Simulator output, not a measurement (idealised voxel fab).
The process module presented herein is designated voxel double patterning.
Each square cell in cross-section cut measures 5 nm, and the section as a whole is 300 nm wide.
Think of the cross-section as a grid of square cells. We describe it in bands, top to bottom, and each band covers one or more rows of those cells. Per band: top height and bottom height in nm, followed by the left-to-right materials and their widths in nm; "edge to edge" marks a single material spanning edge to edge, "empty" marks empty space. Measure heights from 0. That's the level where, below it, the as-received wafer is all one material. The lowest band is bottomless and extends downward; write it as in "0 -> down". Quick explanation for "30..40": the width changes in equal steps down the rows of cells, from the first number in the band's top row to the second number in its bottom row. "no alteration" (step): cross-section cells unchanged, all of them. The list in "Unvented voids" covers empty spaces of 8 cells or more that cannot reach the top through any open way, and it gives each as width x height at distance; the distance is from the left edge, and width, height and distance are in nm. after a step's settings: what the simulator itself notes on the step. The "overlay nm" setting may appear on a step's line; for a step that uses a mask, it gives how far to the right of its planned position the mask lay, and a negative value indicates the left.

These are the steps we planned for the process:
1. RECEIVE with material Si
2. CONFORMAL_DEP with material SiO2, thk nm 5
3. DIRECTIONAL_DEP with material W, thk nm 15
4. DIRECTIONAL_DEP with material SiCN, thk nm 10
5. DIRECTIONAL_DEP with material aC, thk nm 15
6. PATTERN with tone open, mask id FIRST, material resist, width nm 15, pitch nm 50, thk nm 30, overlay nm 0
7. DIRECTIONAL_ETCH with etch materials aC, depth nm 15
8. STRIP with etch materials resist
9. DIRECTIONAL_ETCH with etch materials SiCN, depth nm 10
10. STRIP with etch materials aC
11. PATTERN with tone open, mask id SECOND, material resist, width nm 15, pitch nm 50, thk nm 15, overlay nm 0
12. DIRECTIONAL_ETCH with etch materials SiCN, depth nm 10
13. STRIP with etch materials resist
14. DIRECTIONAL_ETCH with etch materials W, depth nm 15
15. STRIP with etch materials SiCN

First of two wafers - as planned:

Cross-section of the wafer upon arrival, representing the state reached after step 1:
  0 -> down | Si edge to edge
  Unvented voids: none

Cross-section of the wafer after step 2:
  5 -> 0 | SiO2 edge to edge
  Below 0, no change.

Cross-section of the wafer after step 3:
  20 -> 5 | W edge to edge
  Below 5, no change.

Cross-section of the wafer after step 4:
  30 -> 20 | SiCN edge to edge
  Below 20, no change.

Cross-section of the wafer after step 5:
  45 -> 30 | aC edge to edge
  Below 30, no change.

Cross-section of the wafer after step 6:
  75 -> 45 | resist 90 nm / empty 15 nm / resist 35 nm / empty 15 nm / resist 35 nm / empty 15 nm / resist 95 nm
  Below 45, no change.

Cross-section of the wafer after step 7:
  60 -> 45 | resist 90 nm / empty 15 nm / resist 35 nm / empty 15 nm / resist 35 nm / empty 15 nm / resist 95 nm
  45 -> 30 | aC 90 nm / empty 15 nm / aC 35 nm / empty 15 nm / aC 35 nm / empty 15 nm / aC 95 nm
  Below 30, no change.

Cross-section of the wafer after step 8:
  45 -> 30 | aC 90 nm / empty 15 nm / aC 35 nm / empty 15 nm / aC 35 nm / empty 15 nm / aC 95 nm
  Below 30, no change.

Cross-section of the wafer after step 9:
  45 -> 30 | aC 90 nm / empty 15 nm / aC 35 nm / empty 15 nm / aC 35 nm / empty 15 nm / aC 95 nm
  30 -> 20 | SiCN 90 nm / empty 15 nm / SiCN 35 nm / empty 15 nm / SiCN 35 nm / empty 15 nm / SiCN 95 nm
  Below 20, no change.

Cross-section of the wafer after step 10:
  30 -> 20 | SiCN 90 nm / empty 15 nm / SiCN 35 nm / empty 15 nm / SiCN 35 nm / empty 15 nm / SiCN 95 nm
  Below 20, no change.

Cross-section of the wafer after step 11:
  45 -> 30 | resist 115 nm / empty 15 nm / resist 35 nm / empty 15 nm / resist 120 nm
  30 -> 20 | SiCN 90 nm / resist 15 nm / SiCN 35 nm / resist 15 nm / SiCN 35 nm / resist 15 nm / SiCN 95 nm
  Below 20, no change.

Cross-section of the wafer after step 12:
  45 -> 30 | resist 115 nm / empty 15 nm / resist 35 nm / empty 15 nm / resist 120 nm
  30 -> 20 | SiCN 90 nm / resist 15 nm / SiCN 10 nm / empty 15 nm / SiCN 10 nm / resist 15 nm / SiCN 10 nm / empty 15 nm / SiCN 10 nm / resist 15 nm / SiCN 95 nm
  Below 20, no change.

Cross-section of the wafer after step 13:
  30 -> 20 | SiCN 90 nm / empty 15 nm / SiCN 10 nm / empty 15 nm / SiCN 10 nm / empty 15 nm / SiCN 10 nm / empty 15 nm / SiCN 10 nm / empty 15 nm / SiCN 95 nm
  Below 20, no change.

Cross-section of the wafer after step 14:
  30 -> 20 | SiCN 90 nm / empty 15 nm / SiCN 10 nm / empty 15 nm / SiCN 10 nm / empty 15 nm / SiCN 10 nm / empty 15 nm / SiCN 10 nm / empty 15 nm / SiCN 95 nm
  20 -> 5 | W 90 nm / empty 15 nm / W 10 nm / empty 15 nm / W 10 nm / empty 15 nm / W 10 nm / empty 15 nm / W 10 nm / empty 15 nm / W 95 nm
  Below 5, no change.

Cross-section of the wafer after step 15:
  20 -> 5 | W 90 nm / empty 15 nm / W 10 nm / empty 15 nm / W 10 nm / empty 15 nm / W 10 nm / empty 15 nm / W 10 nm / empty 15 nm / W 95 nm
  Below 5, no change.

The Second Wafer: Common Origin and Plan, One Mistake in Execution, Identical to the First Through Step 5:

Second wafer, section view, time point: scheduled end of step 6:
  75 -> 45 | resist 90 nm / empty 20 nm / resist 30 nm / empty 20 nm / resist 30 nm / empty 20 nm / resist 90 nm
  Below 45, no change.

Second wafer, section view, time point: scheduled end of step 7:
  60 -> 45 | resist 90 nm / empty 20 nm / resist 30 nm / empty 20 nm / resist 30 nm / empty 20 nm / resist 90 nm
  45 -> 30 | aC 90 nm / empty 20 nm / aC 30 nm / empty 20 nm / aC 30 nm / empty 20 nm / aC 90 nm
  Below 30, no change.

Second wafer, section view, time point: scheduled end of step 8:
  45 -> 30 | aC 90 nm / empty 20 nm / aC 30 nm / empty 20 nm / aC 30 nm / empty 20 nm / aC 90 nm
  Below 30, no change.

Second wafer, section view, time point: scheduled end of step 9:
  45 -> 30 | aC 90 nm / empty 20 nm / aC 30 nm / empty 20 nm / aC 30 nm / empty 20 nm / aC 90 nm
  30 -> 20 | SiCN 90 nm / empty 20 nm / SiCN 30 nm / empty 20 nm / SiCN 30 nm / empty 20 nm / SiCN 90 nm
  Below 20, no change.

Second wafer, section view, time point: scheduled end of step 10:
  30 -> 20 | SiCN 90 nm / empty 20 nm / SiCN 30 nm / empty 20 nm / SiCN 30 nm / empty 20 nm / SiCN 90 nm
  Below 20, no change.

Second wafer, section view, time point: scheduled end of step 11:
  45 -> 30 | resist 115 nm / empty 15 nm / resist 35 nm / empty 15 nm / resist 120 nm
  30 -> 20 | SiCN 90 nm / resist 20 nm / SiCN 30 nm / resist 20 nm / SiCN 30 nm / resist 20 nm / SiCN 90 nm
  Below 20, no change.

Second wafer, section view, time point: scheduled end of step 12:
  45 -> 30 | resist 115 nm / empty 15 nm / resist 35 nm / empty 15 nm / resist 120 nm
  30 -> 20 | SiCN 90 nm / resist 20 nm / SiCN 5 nm / empty 15 nm / SiCN 10 nm / resist 20 nm / SiCN 5 nm / empty 15 nm / SiCN 10 nm / resist 20 nm / SiCN 90 nm
  Below 20, no change.

Second wafer, section view, time point: scheduled end of step 13:
  30 -> 20 | SiCN 90 nm / empty 20 nm / SiCN 5 nm / empty 15 nm / SiCN 10 nm / empty 20 nm / SiCN 5 nm / empty 15 nm / SiCN 10 nm / empty 20 nm / SiCN 90 nm
  Below 20, no change.

Second wafer, section view, time point: scheduled end of step 14:
  30 -> 20 | SiCN 90 nm / empty 20 nm / SiCN 5 nm / empty 15 nm / SiCN 10 nm / empty 20 nm / SiCN 5 nm / empty 15 nm / SiCN 10 nm / empty 20 nm / SiCN 90 nm
  20 -> 5 | W 90 nm / empty 20 nm / W 5 nm / empty 15 nm / W 10 nm / empty 20 nm / W 5 nm / empty 15 nm / W 10 nm / empty 20 nm / W 90 nm
  Below 5, no change.

Second wafer, section view, time point: scheduled end of step 15:
  20 -> 5 | W 90 nm / empty 20 nm / W 5 nm / empty 15 nm / W 10 nm / empty 20 nm / W 5 nm / empty 15 nm / W 10 nm / empty 20 nm / W 90 nm
  Below 5, no change.
Plan not followed: step 6 off recipe, ran as PATTERN with tone open, mask id FIRST, material resist, width nm 20, pitch nm 50, thk nm 30, overlay nm 0
Final difference in cells, second wafer against first, listed per material as more or fewer: W -9
